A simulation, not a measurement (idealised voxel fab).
voxel wiring stack: a process module
Xsec cut, 215 nm wide, square cell size 5 nm.
In what follows, cross-sections appear as grids of square cells, described through bands that run from the top down, where every band is one or more rows of cells. This entry defines a band. It first specifies the height of the band's top and the height of its bottom in nm, and then specifies the band's materials from left to right, stating each material with its width in nm. The word "everywhere" identifies a single material that fills the band from edge to edge, while the word "blank" identifies empty space. Heights are expressed relative to 0, this being the level below which the as-received wafer comprises one material exclusively. The lowest band is unbounded in the downward direction and is denoted as in "0 nm and below". Quick explanation for "30..40": the width changes in equal steps down the rows of cells, from the first number in the band's top row to the second number in its bottom row. Step marked "remained the same"? Then no cell in the cross-section changed in it. You'll see "Sealed void list" listing empty spaces that have no way open to the top, as long as they're 8 cells or more; the notation is width x height at distance, where the distance is from the left edge, and all of it is in nm. On a step's line, text after the settings is the simulator commenting on that step. When a step includes a mask, the "overlay nm" setting on its line states how far to the right of its planned place that mask lay, and negative values state how far to the left.
This section lists the process steps that were planned:
1,RECEIVE with material Si
2,CONFORMAL_DEP with material SiO2, thk nm 15
3,CONFORMAL_DEP with material SiCN, thk nm 5
4,DIRECTIONAL_DEP with material SiO2, thk nm 25
5,PATTERN with tone open, mask id METAL_1, material resist, width nm 20, pitch nm 45, thk nm 15, overlay nm 0
6,DIRECTIONAL_ETCH with etch materials SiO2, depth nm 25
7,DIRECTIONAL_ETCH with etch materials SiCN, depth nm 5
8,STRIP with etch materials resist
9,CONFORMAL_DEP with material TiN, thk nm 5
10,FILL_DEP with material W, thk nm 10
11,CMP with height nm 45
12,CONFORMAL_DEP with material SiCN, thk nm 5
13,DIRECTIONAL_DEP with material lowk, thk nm 10
14,PATTERN with tone open, mask id PLUG_1, material resist, width nm 15, pitch nm 90, thk nm 20, overlay nm 0
15,DIRECTIONAL_ETCH with etch materials lowk, depth nm 10
16,DIRECTIONAL_ETCH with etch materials SiCN, depth nm 5
17,STRIP with etch materials resist
18,CONFORMAL_DEP with material TiN, thk nm 5
19,FILL_DEP with material Cu, thk nm 5
20,CMP with height nm 60
21,CONFORMAL_DEP with material SiCN, thk nm 5
22,DIRECTIONAL_DEP with material lowk, thk nm 20
23,DIRECTIONAL_DEP with material aC, thk nm 15
24,PATTERN with tone open, mask id METAL_2, material resist, width nm 20, pitch nm 45, thk nm 30, overlay nm 0
25,DIRECTIONAL_ETCH with etch materials aC, depth nm 15
26,STRIP with etch materials resist
27,DIRECTIONAL_ETCH with etch materials lowk, depth nm 20
28,DIRECTIONAL_ETCH with etch materials SiCN, depth nm 5
29,STRIP with etch materials aC
30,CONFORMAL_DEP with material TiN, thk nm 5
31,FILL_DEP with material Ru, thk nm 10
32,CMP with height nm 85
33,CONFORMAL_DEP with material SiCN, thk nm 5
34,DIRECTIONAL_DEP with material SiO2, thk nm 30
35,PATTERN with tone open, mask id METAL_3, material resist, width nm 20, pitch nm 45, thk nm 20, overlay nm 0
36,DIRECTIONAL_ETCH with etch materials SiO2, depth nm 20
37,STRIP with etch materials resist
38,MASKED_ETCH with tone open, mask id METAL_3_HOLES, width nm 15, pitch nm 90, etch materials SiO2, depth nm 10, overlay nm 0
39,MASKED_ETCH with tone open, mask id METAL_3_HOLES, width nm 15, pitch nm 90, etch materials SiCN, depth nm 5, overlay nm 0
40,CONFORMAL_DEP with material TiN, thk nm 5
41,FILL_DEP with material Cu, thk nm 5
42,CMP with height nm 120
43,CONFORMAL_DEP with material SiCN, thk nm 5
Cross-section of the wafer at receipt, which is the condition after step 1:
> 0 nm and below | Si everywhere
> Sealed void list: none
What the wafer looks like in cross-section after this module, when it starts as shown above and follows the plan above but one mistake is made in running it:
> 125 nm to 120 nm | SiCN everywhere
> 120 nm to 105 nm | 50 of SiO2  5 of TiN  10 of Cu  5 of TiN  25 of SiO2  5 of TiN  10 of Cu  5 of TiN  25 of SiO2  5 of TiN  10 of Cu  5 of TiN  55 of SiO2
> 105 nm to 100 nm | 50 of SiO2  5 of TiN  5 of Cu  10 of TiN  25 of SiO2  20 of TiN  25 of SiO2  5 of TiN  5 of Cu  10 of TiN  55 of SiO2
> 100 nm to 90 nm | 50 of SiO2  5 of TiN  5 of Cu  5 of TiN  75 of SiO2  5 of TiN  5 of Cu  5 of TiN  60 of SiO2
> 90 nm to 85 nm | 50 of SiCN  15 of TiN  75 of SiCN  15 of TiN  60 of SiCN
> 85 nm to 65 nm | 50 of lowk  5 of TiN  10 of Ru  5 of TiN  25 of lowk  5 of TiN  10 of Ru  5 of TiN  25 of lowk  5 of TiN  10 of Ru  5 of TiN  55 of lowk
> 65 nm to 60 nm | 50 of SiCN  20 of TiN  25 of SiCN  20 of TiN  25 of SiCN  20 of TiN  55 of SiCN
> 60 nm to 50 nm | W everywhere
> 50 nm to 45 nm | 55 of TiN  10 of W  35 of TiN  10 of W  35 of TiN  10 of W  60 of TiN
> 45 nm to 20 nm | 50 of SiO2  5 of TiN  10 of W  5 of TiN  25 of SiO2  5 of TiN  10 of W  5 of TiN  25 of SiO2  5 of TiN  10 of W  5 of TiN  55 of SiO2
> 20 nm to 15 nm | 50 of SiCN  20 of TiN  25 of SiCN  20 of TiN  25 of SiCN  20 of TiN  55 of SiCN
> 15 nm to 0 nm | SiO2 everywhere
> 0 nm and below | Si everywhere
> Sealed void list: none
Where did the run depart from the plan? step 11 of the plan was bypassed and not carried out
